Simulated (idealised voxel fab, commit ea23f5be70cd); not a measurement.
Process module under the name voxel trench capacitor
It is cross-section cut that appears here, measuring 140 nm in width, its square cells being 5 nm in size.
The cross-sections in this document take the form of a grid made of square cells. They are written out as bands, in order from top to bottom. Each band consists of one or more rows of cells. Top height, bottom height, nm. Materials left to right, width each, nm. Single material + "everywhere" = fills band edge to edge. "air" = empty. Basically, 0 is our baseline, since under it the wafer straight out of the box is all one material. The bottom band has no lower end and keeps on going down, so it looks like "0..down". With a width like "30 to 40", each row of cells in the band differs from the next by the same amount, the top row carrying the first number and the bottom row the second. The designation "all unchanged", where it is given for a processing step, indicates that no cell of the cross-section was altered in the course of that step. The list in "Enclosed cavity list" covers empty spaces of 8 cells or more that cannot reach the top through any open way, and it gives each as width x height at distance; the distance is from the left edge, and width, height and distance are in nm. Where a step's line continues beyond its settings, the continuation is a remark by the simulator itself on that step. "overlay nm" denotes, for a step that has a mask, the displacement of the mask to the right of its planned place, with negative values corresponding to the left.

# Planned step list for the process
1) RECEIVE,material Si
2) CONFORMAL_DEP,material SiN,thk nm 10
3) MASKED_ETCH,tone open,mask id TRENCH,width nm 20,pitch nm 35,etch materials SiN,depth nm 10,overlay nm 0
4) MASKED_ETCH,tone open,mask id TRENCH,width nm 20,pitch nm 35,etch materials Si,depth nm 35,overlay nm 0
5) CONFORMAL_DEP,material Al2O3,thk nm 5
6) FILL_DEP,material polySi,thk nm 5
7) CMP,height nm 10

# The first of two wafers, run as planned

# As-received state of the wafer in cross-section, equivalent to post-step 1
	0..down | Si everywhere
	Enclosed cavity list: none

# Step 2 complete: cross-section through the wafer
	10..0 | SiN everywhere
	Under 0: no change, same as before.

# Step 3 complete: cross-section through the wafer
	10..0 | SiN 40, then air 20, then SiN 15, then air 20, then SiN 45
	Under 0: no change, same as before.

# Step 4 complete: cross-section through the wafer
	10..0 | SiN 40, then air 20, then SiN 15, then air 20, then SiN 45
	0..-35 | Si 40, then air 20, then Si 15, then air 20, then Si 45
	Under -35: no change, same as before.

# Step 5 complete: cross-section through the wafer
	15..10 | Al2O3 45, then air 10, then Al2O3 25, then air 10, then Al2O3 50
	10..0 | SiN 40, then Al2O3 5, then air 10, then Al2O3 5, then SiN 15, then Al2O3 5, then air 10, then Al2O3 5, then SiN 45
	0..-30 | Si 40, then Al2O3 5, then air 10, then Al2O3 5, then Si 15, then Al2O3 5, then air 10, then Al2O3 5, then Si 45
	-30..-35 | Si 40, then Al2O3 20, then Si 15, then Al2O3 20, then Si 45
	Under -35: no change, same as before.

# Step 6 complete: cross-section through the wafer
	20..15 | polySi everywhere
	15..10 | Al2O3 45, then polySi 10, then Al2O3 25, then polySi 10, then Al2O3 50
	10..0 | SiN 40, then Al2O3 5, then polySi 10, then Al2O3 5, then SiN 15, then Al2O3 5, then polySi 10, then Al2O3 5, then SiN 45
	0..-30 | Si 40, then Al2O3 5, then polySi 10, then Al2O3 5, then Si 15, then Al2O3 5, then polySi 10, then Al2O3 5, then Si 45
	Under -30: no change, same as before.

# Step 7 complete: cross-section through the wafer
	10..0 | SiN 40, then Al2O3 5, then polySi 10, then Al2O3 5, then SiN 15, then Al2O3 5, then polySi 10, then Al2O3 5, then SiN 45
	Under 0: no change, same as before.

# Now the other wafer: same start, same recipe, but we messed up one thing when running it. Up to and including step 6 it's the same as the first one

# Second wafer, section view, time point: scheduled end of step 7
	0..-30 | Si 40, then Al2O3 5, then polySi 10, then Al2O3 5, then Si 15, then Al2O3 5, then polySi 10, then Al2O3 5, then Si 45
	Under -30: no change, same as before.
Misprocessing identified: step 7 deviated from plan and actually ran as CMP,height nm 0
Wafer comparison, final, in cells, second relative to first, materials more or fewer: Al2O3: 8 fewer | SiN: 40 fewer | polySi: 8 fewer
